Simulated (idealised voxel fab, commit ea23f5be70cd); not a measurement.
Presented below is a process module, voxel gate over fins.
Pictured: cross-section cut, 300 nm wide, on a grid of 5 nm square cells.
Cross-section = grid of square cells, listed top down in bands; band = one or more rows. Band: top height; bottom height; in nm. Then, left to right: material with width in nm, for each material. "full width": a single material spanning edge to edge. "empty": empty space. Height is counted from the level 0, under which the received wafer is composed throughout of one material. The lowest of the bands is not closed at the bottom but continues downward, in the notation "0 and below". A two-number width, for instance "30 to 40", indicates that the width is equal to the first number in the top row of the band and to the second number in the bottom row, and that it changes by a constant amount per row of cells. It should be understood that the words "changes: none", when stated for a given step, signify that the cross-section underwent no change in any of its cells during that step. Enclosed voids (no open way to top), threshold 8 cells or more, entry "Voids, sealed", notation width x height at distance, distance from left edge, nm. If you see something after the settings on a step's line, that's the simulator's own remark about that step. The setting "overlay nm" may be written on the line of a step. When the step uses a mask, the value reports how far to the right of the planned place the mask lay, and a negative value reports that it lay to the left.

PROCESS STEPS FORESEEN IN THE PLAN
step 1: RECEIVE with material Si
step 2: CONFORMAL_DEP with material SiN, thk nm 5
step 3: DIRECTIONAL_DEP with material aC, thk nm 10
step 4: PATTERN with tone cover, mask id FINS, material resist, width nm 15, pitch nm 40, thk nm 30, overlay nm 0
step 5: DIRECTIONAL_ETCH with etch materials aC, depth nm 10
step 6: STRIP with etch materials resist
step 7: DIRECTIONAL_ETCH with etch materials SiN, depth nm 5
step 8: DIRECTIONAL_ETCH with etch materials Si, depth nm 30
step 9: STRIP with etch materials aC
step 10: OXIDIZE with depth nm 5
step 11: FILL_DEP with material SiO2, thk nm 10
step 12: CMP with height nm 5
step 13: SELECTIVE_ETCH with etch materials SiO2, depth nm 20
step 14: STRIP with etch materials SiN
step 15: CONFORMAL_DEP with material HfO2, thk nm 5
step 16: CONFORMAL_DEP with material TiN, thk nm 5
step 17: CONFORMAL_DEP with material TiAl, thk nm 5
step 18: CONFORMAL_DEP with material TiN, thk nm 5
step 19: FILL_DEP with material W, thk nm 15
step 20: CMP with height nm 30
step 21: CONFORMAL_DEP with material SiCN, thk nm 5
The plan's step 4 width nm is the first wafer's value; the wafers differ in this setting and start identical.

THIS IS HOW THE FIRST OF SEVERAL WAFERS LOOKED IN CROSS-SECTION WHEN IT ARRIVED, WHICH IS AFTER STEP 1
	0 and below  Si full width
	Voids, sealed: none

CROSS-SECTION AFTER STEP 21, THE FINAL STEP OF THE MODULE, FOR THE FIRST OF SEVERAL WAFERS
	35 down to 30  SiCN full width
	30 down to 20  W full width
	20 down to 15  85 nm W  125 nm TiN  90 nm W
	15 down to 10  85 nm W  5 nm TiN  35 nm TiAl  5 nm TiN  35 nm TiAl  5 nm TiN  35 nm TiAl  5 nm TiN  90 nm W
	10 down to 5  85 nm W  5 nm TiN  5 nm TiAl  25 nm TiN  5 nm TiAl  5 nm TiN  5 nm TiAl  25 nm TiN  5 nm TiAl  5 nm TiN  5 nm TiAl  25 nm TiN  5 nm TiAl  5 nm TiN  90 nm W
	5 down to 0  90 nm TiN  5 nm TiAl  5 nm TiN  15 nm HfO2  5 nm TiN  5 nm TiAl  5 nm TiN  5 nm TiAl  5 nm TiN  15 nm HfO2  5 nm TiN  5 nm TiAl  5 nm TiN  5 nm TiAl  5 nm TiN  15 nm HfO2  5 nm TiN  5 nm TiAl  95 nm TiN
	0 down to -5  95 nm TiAl  5 nm TiN  5 nm HfO2  5 nm Si  5 nm HfO2  5 nm TiN  15 nm TiAl  5 nm TiN  5 nm HfO2  5 nm Si  5 nm HfO2  5 nm TiN  15 nm TiAl  5 nm TiN  5 nm HfO2  5 nm Si  5 nm HfO2  5 nm TiN  100 nm TiAl
	-5 down to -10  100 nm TiN  5 nm HfO2  5 nm Si  5 nm HfO2  25 nm TiN  5 nm HfO2  5 nm Si  5 nm HfO2  25 nm TiN  5 nm HfO2  5 nm Si  5 nm HfO2  105 nm TiN
	-10 down to -15  105 nm HfO2  5 nm Si  35 nm HfO2  5 nm Si  35 nm HfO2  5 nm Si  110 nm HfO2
	-15 down to -35  105 nm SiO2  5 nm Si  35 nm SiO2  5 nm Si  35 nm SiO2  5 nm Si  110 nm SiO2
	-35 and below  Si full width
	Voids, sealed: none

CROSS-SECTION AT MODULE COMPLETION, LAST WAFER
	35 down to 30  SiCN full width
	30 down to 20  W full width
	20 down to 15  80 nm W  135 nm TiN  85 nm W
	15 down to 10  80 nm W  5 nm TiN  125 nm TiAl  5 nm TiN  85 nm W
	10 down to 5  80 nm W  5 nm TiN  5 nm TiAl  35 nm TiN  5 nm TiAl  35 nm TiN  5 nm TiAl  35 nm TiN  5 nm TiAl  5 nm TiN  85 nm W
	5 down to 0  85 nm TiN  5 nm TiAl  5 nm TiN  25 nm HfO2  5 nm TiN  5 nm TiAl  5 nm TiN  25 nm HfO2  5 nm TiN  5 nm TiAl  5 nm TiN  25 nm HfO2  5 nm TiN  5 nm TiAl  90 nm TiN
	0 down to -5  90 nm TiAl  5 nm TiN  5 nm HfO2  15 nm Si  5 nm HfO2  5 nm TiN  5 nm TiAl  5 nm TiN  5 nm HfO2  15 nm Si  5 nm HfO2  5 nm TiN  5 nm TiAl  5 nm TiN  5 nm HfO2  15 nm Si  5 nm HfO2  5 nm TiN  95 nm TiAl
	-5 down to -10  95 nm TiN  5 nm HfO2  15 nm Si  5 nm HfO2  15 nm TiN  5 nm HfO2  15 nm Si  5 nm HfO2  15 nm TiN  5 nm HfO2  15 nm Si  5 nm HfO2  100 nm TiN
	-10 down to -15  100 nm HfO2  15 nm Si  25 nm HfO2  15 nm Si  25 nm HfO2  15 nm Si  105 nm HfO2
	-15 down to -35  100 nm SiO2  15 nm Si  25 nm SiO2  15 nm Si  25 nm SiO2  15 nm Si  105 nm SiO2
	-35 and below  Si full width
	Voids, sealed: none

NOTE: THE FOLLOWING TABLE IS ARRANGED BY WAFER, A ROW APIECE. EACH ROW REPORTS THE END-OF-MODULE STATE: PER MATERIAL, CELLS GAINED (+) OR CELLS LOST (-) COMPARED WITH THE WAFER AS RECEIVED; CLOSED VOIDS FOLLOW
width nm 15; +78 HfO2; -399 Si; +60 SiCN; +228 SiO2; +78 TiAl; +150 TiN; +225 W; Voids, sealed: none
width nm 20; +78 HfO2; -378 Si; +60 SiCN; +216 SiO2; +78 TiAl; +144 TiN; +222 W; Voids, sealed: none
width nm 25; +78 HfO2; -357 Si; +60 SiCN; +204 SiO2; +72 TiAl; +144 TiN; +219 W; Voids, sealed: none
